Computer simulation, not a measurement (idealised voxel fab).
process module | voxel trench capacitor
cross-section cut | 210 nm wide | cells 5 nm
A cross-section is a grid of square cells, given in bands from the top down. A band is one or more rows of cells.
Each band's line starts with the height of the band's top and of its bottom, in nm. Then come its materials from left to right, each with its width in nm. One material with "throughout" fills the band from edge to edge. "air" is empty space.
Height 0 is the level under which the wafer as received is all one material. The lowest band goes on downwards, as in "0 down".
A width such as "30 to 40" changes by the same amount from each row of cells to the next, from the band's top row to its bottom row.
"no change" after a step means that no cell of the cross-section changed.
closed voids: empty space of 8 cells or more with no open way to the top, each as width x height at its distance from the left edge, in nm
after a step's settings: what the simulator itself notes on the step
overlay nm, on a step with a mask: how far to the right of its planned place the mask lay; to the left if negative
plan
1 op RECEIVE | material Si
2 op CONFORMAL_DEP | material SiN | thk nm 10
3 op DIRECTIONAL_DEP | material aC | thk nm 10
4 op PATTERN | tone open | mask id TRENCH | material resist | width nm 25 | pitch nm 50 | thk nm 25 | overlay nm 0
5 op DIRECTIONAL_ETCH | etch materials aC | depth nm 10
6 op STRIP | etch materials resist
7 op DIRECTIONAL_ETCH | etch materials SiN | depth nm 5
8 op DIRECTIONAL_ETCH | etch materials Si | depth nm 30
9 op STRIP | etch materials aC
10 op CONFORMAL_DEP | material SiO2 | thk nm 5
11 op FILL_DEP | material polySi | thk nm 5
12 op CMP | height nm 10
varied across the wafers: depth nm of step 7. The plan shows the first wafer's value. All wafers start alike
first wafer as received, after step 1
  0 down: Si throughout
  closed voids: none
first wafer at the end, after step 12
  10 to 5: SiN 15 | SiO2 25 | SiN 25 | SiO2 25 | SiN 25 | SiO2 25 | SiN 25 | SiO2 25 | SiN 20
  5 to 0: SiN throughout
  0 down: Si throughout
  closed voids: none
last wafer at the end
  10 to 0: SiN 15 | SiO2 5 | polySi 15 | SiO2 5 | SiN 25 | SiO2 5 | polySi 15 | SiO2 5 | SiN 25 | SiO2 5 | polySi 15 | SiO2 5 | SiN 25 | SiO2 5 | polySi 15 | SiO2 5 | SiN 20
  0 to -25: Si 15 | SiO2 5 | polySi 15 | SiO2 5 | Si 25 | SiO2 5 | polySi 15 | SiO2 5 | Si 25 | SiO2 5 | polySi 15 | SiO2 5 | Si 25 | SiO2 5 | polySi 15 | SiO2 5 | Si 20
  -25 to -30: Si 15 | SiO2 25 | Si 25 | SiO2 25 | Si 25 | SiO2 25 | Si 25 | SiO2 25 | Si 20
  -30 down: Si throughout
  closed voids: none
each wafer at the end: cells of each material gained (+) or lost (-) since it was received, then its closed voids
depth nm 5 | +64 SiN | +20 SiO2 | closed voids: none
depth nm 10 | -120 Si | +44 SiN | +76 SiO2 | +84 polySi | closed voids: none
depth nm 15 | -120 Si | +44 SiN | +76 SiO2 | +84 polySi | closed voids: none
depth nm 20 | -120 Si | +44 SiN | +76 SiO2 | +84 polySi | closed voids: none
depth nm 25 | -120 Si | +44 SiN | +76 SiO2 | +84 polySi | closed voids: none
